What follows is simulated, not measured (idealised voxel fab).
Presented below is a process module, voxel ribs on slabs.
Pictured: cross-section cut, 300 nm wide, on a grid of 5 nm square cells.
Notation: cross-section as square-cell grid; stated in bands, top first, going down; one or more cell rows per band.
Each band's line starts with the height of the band's top and of its bottom, in nm. Then come its materials from left to right, each with its width in nm. One material with "everywhere" fills the band from edge to edge. "blank" is empty space.
Convention: height 0 is the level below which the wafer, as received, is all one material. The lowest band does not terminate at the bottom but continues downward, represented as "0..down".
Top row gets the first number, bottom row gets the second, and each row in between changes by the same step: that is how a band width like "30 to 40" works.
"nothing was modified" -> step changed no cross-section cell.
Basically, "Voids lacking openings" tells you about the enclosed voids: empty spaces with no open way to the top, 8 cells or bigger, each written width x height at distance, where distance is from the left edge, all in nm.
Step line, after settings: the simulator's comment on this step.
You can add "overlay nm" to a step's line. For a step with a mask, it describes how far the mask lay to the right of its planned position, and a negative number describes a lay to the left.

[The process steps that were planned are listed below]
1,RECEIVE with material Si
2,DIRECTIONAL_DEP with material SiO2, thk nm 30
3,DIRECTIONAL_DEP with material polySi, thk nm 20
4,MASKED_ETCH with tone cover, mask id RIB, width nm 20, etch materials polySi, depth nm 5, overlay nm 0
5,DIRECTIONAL_DEP with material aC, thk nm 10
6,PATTERN with tone cover, mask id SLAB, material resist, width nm 50, thk nm 30, overlay nm 0
7,DIRECTIONAL_ETCH with etch materials aC, depth nm 10
8,STRIP with etch materials resist
9,DIRECTIONAL_ETCH with etch materials polySi, depth nm 15
10,STRIP with etch materials aC
11,FILL_DEP with material SiO2, thk nm 25
12,CMP with height nm 70
13,DIRECTIONAL_DEP with material TiN, thk nm 10
14,PATTERN with tone cover, mask id HEATER, material resist, width nm 30, thk nm 15, overlay nm 0
15,DIRECTIONAL_ETCH with etch materials TiN, depth nm 10
16,STRIP with etch materials resist
17,CONFORMAL_DEP with material SiO2, thk nm 5

[The first of a set of two wafers, run to plan]

[As-received state of the wafer in cross-section, equivalent to post-step 1]
0..down  Si everywhere
Voids lacking openings: none

[The following cross-section depicts the wafer upon completion of step 2]
30..0  SiO2 everywhere
Unchanged below 0.

[The following cross-section depicts the wafer upon completion of step 3]
50..30  polySi everywhere
Unchanged below 30.

[The following cross-section depicts the wafer upon completion of step 4]
50..45  blank=140; polySi=20; blank=140
Unchanged below 45.

[The following cross-section depicts the wafer upon completion of step 5]
60..55  blank=140; aC=20; blank=140
55..50  aC everywhere
50..45  aC=140; polySi=20; aC=140
Unchanged below 45.

[The following cross-section depicts the wafer upon completion of step 6]
90..60  blank=125; resist=50; blank=125
60..55  blank=125; resist=15; aC=20; resist=15; blank=125
Unchanged below 55.

[The following cross-section depicts the wafer upon completion of step 7]
80..60  blank=125; resist=50; blank=125
60..55  blank=125; resist=15; aC=20; resist=15; blank=125
55..50  blank=125; aC=50; blank=125
50..45  blank=125; aC=15; polySi=20; aC=15; blank=125
Unchanged below 45.

[The following cross-section depicts the wafer upon completion of step 8]
60..50  blank=140 to 125; aC=20 to 50; blank=140 to 125
Unchanged below 50.

[The following cross-section depicts the wafer upon completion of step 9]
60..50  blank=140 to 125; aC=20 to 50; blank=140 to 125
50..45  blank=125; aC=15; polySi=20; aC=15; blank=125
45..30  blank=125; polySi=50; blank=125
Unchanged below 30.

[The following cross-section depicts the wafer upon completion of step 10]
50..45  blank=140; polySi=20; blank=140
Unchanged below 45.

[The following cross-section depicts the wafer upon completion of step 11]
75..50  SiO2 everywhere
50..45  SiO2=140; polySi=20; SiO2=140
45..30  SiO2=125; polySi=50; SiO2=125
Unchanged below 30.

[The following cross-section depicts the wafer upon completion of step 12]
70..50  SiO2 everywhere
Unchanged below 50.

[The following cross-section depicts the wafer upon completion of step 13]
80..70  TiN everywhere
Unchanged below 70.

[The following cross-section depicts the wafer upon completion of step 14]
95..80  blank=135; resist=30; blank=135
Unchanged below 80.

[The following cross-section depicts the wafer upon completion of step 15]
95..80  blank=135; resist=30; blank=135
80..70  blank=135; TiN=30; blank=135
Unchanged below 70.

[The following cross-section depicts the wafer upon completion of step 16]
80..70  blank=135; TiN=30; blank=135
Unchanged below 70.

[The following cross-section depicts the wafer upon completion of step 17]
85..80  blank=130; SiO2=40; blank=130
80..75  blank=130; SiO2=5; TiN=30; SiO2=5; blank=130
75..70  SiO2=135; TiN=30; SiO2=135
Unchanged below 70.

[Second wafer - shared start and plan with the first - one error in running - same as the first up to step 16 inclusive]

Second wafer, section view, time point: scheduled end of step 17: nothing was modified
Against the plan, the run slipped here: with respect to the plan, step 17 was omitted and not executed
In the final state, the cell counts of the second wafer exceed or fall short of those of the first for the following materials: SiO2: 64 fewer
